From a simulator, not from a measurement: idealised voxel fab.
You're looking at the process module voxel double patterning.
Square cell edge 5 nm, section width 250 nm, ID cut.
Cross-sections here: square-cell grids, written as top-down lists of bands, a band being one or more rows of cells.
Band: top and bottom heights (nm) first, top before bottom; then materials from left to right, widths in nm. "all across" marks a sole material filling the band edge to edge. "blank" denotes empty space.
It should be noted that heights are counted from 0, beneath which the wafer as supplied is of one material throughout, and that the lowest band possesses no lower boundary but continues downward, as written in "0 -> down".
The notation "30->40" denotes a width that varies across the rows of cells in the band, beginning at the first number in the top row, finishing at the second number in the bottom row, and changing by an identical amount from each row to the next.
A step reported as "remained unchanged" is a step in which no cell of the cross-section changed.
Enclosed voids (no open way to top), threshold 8 cells or more, entry "Enclosed cavities", notation width x height at distance, distance from left edge, nm.
On a step's line, text after the settings is the simulator commenting on that step.
"overlay nm" on a masked step: distance the mask lay right of its planned place, negative for left.

### The process steps that were planned are listed below
| 1 | RECEIVE,material Si |
| 2 | CONFORMAL_DEP,material SiO2,thk nm 10 |
| 3 | DIRECTIONAL_DEP,material W,thk nm 15 |
| 4 | DIRECTIONAL_DEP,material SiN,thk nm 10 |
| 5 | MASKED_ETCH,tone open,mask id FIRST,width nm 15,pitch nm 50,etch materials SiN,depth nm 10,overlay nm 0 |
| 6 | MASKED_ETCH,tone open,mask id SECOND,width nm 15,etch materials SiN,depth nm 10,overlay nm 0 |
| 7 | DIRECTIONAL_ETCH,etch materials W,depth nm 15 |
| 8 | STRIP,etch materials SiN |

### as received, after step 1
> 0 -> down | Si all across
> Enclosed cavities: none

### first wafer at the end, as planned
> 25 -> 10 | W: 90; blank: 15; W: 10; blank: 15; W: 10; blank: 15; W: 95
> 10 -> 0 | SiO2 all across
> 0 -> down | Si all across
> Enclosed cavities: none

### Here's the second of our two wafers sectioned at module end. Same start as the first, same plan, but one mistake got made running it
> 40 -> 25 | W: 90; blank: 15; W: 10; blank: 15; W: 10; blank: 15; W: 95
> 25 -> 10 | W all across
> 10 -> 0 | SiO2 all across
> 0 -> down | Si all across
> Enclosed cavities: none
Nonconformance to the process plan: step 3 from the plan got run twice
FYI, end of process, the second wafer has more or fewer cells of some materials than the first: W: 150 more
